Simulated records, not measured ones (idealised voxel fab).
Name of the process module below: voxel capacitor over wiring
The width of the displayed cross-section, cut, is 295 nm; its cells are square, with a size of 5 nm.
Heads up, the way a cross-section reads in here is a grid of square cells, handed over as bands from the top down, with every band being one or more rows of cells.
For a band, the entry starts with two heights in nm, that of the top and then that of the bottom, and carries on with the band's materials in order from left to right, each alongside its width in nm; the word "everywhere" beside a single material means it fills the band edge to edge, and "blank" means empty space.
Heads up on the height convention: 0 is the point under which the incoming wafer is all one material, and the lowest band has no bottom, it just keeps going down, like "top 0, no bottom".
Top row gets the first number, bottom row gets the second, and each row in between changes by the same step: that is how a band width like "30->40" works.
A step reported as "remains unaltered" is a step in which no cell of the cross-section changed.
"Internal closed voids" means: voids of 8 cells or more that are shut off from the top with no open way through. Written width x height at distance, distance from the left edge, in nm.
On a step's line, text after the settings is the simulator commenting on that step.
"overlay nm" answers the question of how far to the right of plan the mask lay on a step that has a mask, and when it is negative the answer is to the left.
### Below is the list of planned process steps
1: RECEIVE, material Si
2: CONFORMAL_DEP, material SiO2, thk nm 15
3: DIRECTIONAL_DEP, material TiN, thk nm 5
4: DIRECTIONAL_DEP, material W, thk nm 15
5: PATTERN, tone cover, mask id METAL_1, material resist, width nm 15, pitch nm 95, thk nm 15, overlay nm 0
6: DIRECTIONAL_ETCH, etch materials W, depth nm 15
7: DIRECTIONAL_ETCH, etch materials TiN, depth nm 5
8: STRIP, etch materials resist
9: CONFORMAL_DEP, material SiCN, thk nm 5
10: FILL_DEP, material SiO2, thk nm 5
11: CMP, height nm 35
12: CONFORMAL_DEP, material SiCN, thk nm 5
13: DIRECTIONAL_DEP, material lowk, thk nm 15
14: MASKED_ETCH, tone open, mask id PLUG_1, width nm 15, etch materials lowk, depth nm 15, overlay nm 0
15: MASKED_ETCH, tone open, mask id PLUG_1, width nm 15, etch materials SiCN, depth nm 5, overlay nm 0
16: CONFORMAL_DEP, material TiN, thk nm 5
17: FILL_DEP, material Ru, thk nm 5
18: CMP, height nm 55
19: DIRECTIONAL_DEP, material TiN, thk nm 5
20: DIRECTIONAL_DEP, material Al2O3, thk nm 5
21: DIRECTIONAL_DEP, material TiN, thk nm 5
22: DIRECTIONAL_DEP, material aC, thk nm 15
23: PATTERN, tone cover, mask id UPPER_PLATE, material resist, width nm 75, thk nm 35, overlay nm 0
24: DIRECTIONAL_ETCH, etch materials aC, depth nm 15
25: STRIP, etch materials resist
26: DIRECTIONAL_ETCH, etch materials TiN, depth nm 5
27: DIRECTIONAL_ETCH, etch materials Al2O3, depth nm 5
28: STRIP, etch materials aC
29: DIRECTIONAL_DEP, material aC, thk nm 10
30: PATTERN, tone cover, mask id LOWER_PLATE, material resist, width nm 85, thk nm 25, overlay nm 0
31: DIRECTIONAL_ETCH, etch materials aC, depth nm 10
32: STRIP, etch materials resist
33: DIRECTIONAL_ETCH, etch materials TiN, depth nm 5
34: STRIP, etch materials aC
35: FILL_DEP, material SiO2, thk nm 20
36: CMP, height nm 85
37: PATTERN, tone open, mask id PLUG_2, material resist, width nm 15, thk nm 20, overlay nm 0
38: DIRECTIONAL_ETCH, etch materials SiO2, depth nm 15
39: STRIP, etch materials resist
40: CONFORMAL_DEP, material TiN, thk nm 5
41: FILL_DEP, material W, thk nm 5
42: CMP, height nm 85
43: CONFORMAL_DEP, material SiN, thk nm 5
Don't read the plan's width nm for step 5 as applying to every wafer: that's the first wafer's value, and the wafers differ in it, though they all start identical.
### Here's the first of the wafers in cross-section, just as we got it, i.e. after step 1
  top 0, no bottom  Si everywhere
  Internal closed voids: none
### What follows is a table in which each wafer occupies a row; for the wafer as it stands at the close of the module, the row states, material by material, how many cells have been gained (+) or lost (-) since receipt, and then gives its closed voids
width nm 15; +15 Al2O3; +3 Ru; +121 SiCN; +59 SiN; +622 SiO2; +54 TiN; +20 W; +168 lowk; Internal closed voids: none
width nm 20; +15 Al2O3; +3 Ru; +119 SiCN; +59 SiN; +616 SiO2; +56 TiN; +26 W; +168 lowk; Internal closed voids: none
width nm 25; +15 Al2O3; +3 Ru; +117 SiCN; +59 SiN; +610 SiO2; +58 TiN; +32 W; +168 lowk; Internal closed voids: none
width nm 30; +15 Al2O3; +3 Ru; +115 SiCN; +59 SiN; +604 SiO2; +60 TiN; +38 W; +168 lowk; Internal closed voids: none
width nm 35; +15 Al2O3; +3 Ru; +113 SiCN; +59 SiN; +598 SiO2; +62 TiN; +44 W; +168 lowk; Internal closed voids: none
width nm 40; +15 Al2O3; +3 Ru; +111 SiCN; +59 SiN; +592 SiO2; +64 TiN; +50 W; +168 lowk; Internal closed voids: none
